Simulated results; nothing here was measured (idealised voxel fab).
Process module heading - voxel gate over fins
Cross-section cut spans 185 nm and uses square cells 5 nm in size.
A cross-section is a grid of square cells, given in bands from the top down. A band is one or more rows of cells.
Read a band's entry like this: the first values are the height of its top and the height of its bottom in nm, and what follows is the sequence of materials from left to right, each with its width in nm. Note that "blank" is empty space, and that a single material marked "full width" reaches across the band from edge to edge.
Counting heights begins at 0, where everything beneath is, in the wafer as received, one material. The lowest band has no bottom; it goes on downwards, as "0 and below" shows.
You'd read "30..40" like this: the band's top row of cells is as wide as the first number, its bottom row is as wide as the second, and going down, every row changes width by the same amount as the row before did.
You'll sometimes find "no change" written for a step, and that's the way of saying that nowhere in the cross-section did a cell change during that step.
Empty spaces without an open route to the top, at least 8 cells in extent, make up the entry "Closed voids list"; each is given as width x height at distance, where the distance is measured from the left edge, and all are in nm.
Past the settings on a step's line: simulator remark, on that step.
overlay nm: step with mask; distance mask lay right of planned place; negative value = left of planned place.
### Set out below are the planned steps of the process
- 1: RECEIVE, material Si
- 2: CONFORMAL_DEP, material SiN, thk nm 5
- 3: PATTERN, tone cover, mask id FINS, material resist, width nm 15, pitch nm 35, thk nm 20, overlay nm 0
- 4: DIRECTIONAL_ETCH, etch materials SiN, depth nm 5
- 5: DIRECTIONAL_ETCH, etch materials Si, depth nm 40
- 6: STRIP, etch materials resist
- 7: FILL_DEP, material SiO2, thk nm 10
- 8: CMP, height nm 5
- 9: SELECTIVE_ETCH, etch materials SiO2, depth nm 15
- 10: STRIP, etch materials SiN
- 11: CONFORMAL_DEP, material HfO2, thk nm 5
- 12: CONFORMAL_DEP, material TiN, thk nm 5
- 13: FILL_DEP, material W, thk nm 10
- 14: CMP, height nm 15
- 15: CONFORMAL_DEP, material SiCN, thk nm 10
### Incoming wafer in cross-section (state: after step 1)
  0 and below | Si full width
  Closed voids list: none
### Cross-section at module end, one run error; start and plan unchanged from above
  25 down to 15 | SiCN full width
  15 down to 10 | W full width
  10 down to 5 | W 40 nm; TiN 105 nm; W 40 nm
  5 down to 0 | W 40 nm; TiN 5 nm; HfO2 25 nm; TiN 10 nm; HfO2 25 nm; TiN 10 nm; HfO2 25 nm; TiN 5 nm; W 40 nm
  0 down to -15 | W 40 nm; TiN 5 nm; HfO2 5 nm; Si 15 nm; HfO2 5 nm; TiN 10 nm; HfO2 5 nm; Si 15 nm; HfO2 5 nm; TiN 10 nm; HfO2 5 nm; Si 15 nm; HfO2 5 nm; TiN 5 nm; W 40 nm
  -15 down to -20 | TiN 45 nm; HfO2 5 nm; Si 15 nm; HfO2 5 nm; TiN 10 nm; HfO2 5 nm; Si 15 nm; HfO2 5 nm; TiN 10 nm; HfO2 5 nm; Si 15 nm; HfO2 5 nm; TiN 45 nm
  -20 down to -25 | HfO2 50 nm; Si 15 nm; HfO2 20 nm; Si 15 nm; HfO2 20 nm; Si 15 nm; HfO2 50 nm
  -25 down to -40 | SiO2 50 nm; Si 15 nm; SiO2 20 nm; Si 15 nm; SiO2 20 nm; Si 15 nm; SiO2 50 nm
  -40 and below | Si full width
  Closed voids list: none
What went wrong in running the wafer? yeah, plan step 9 got run twice
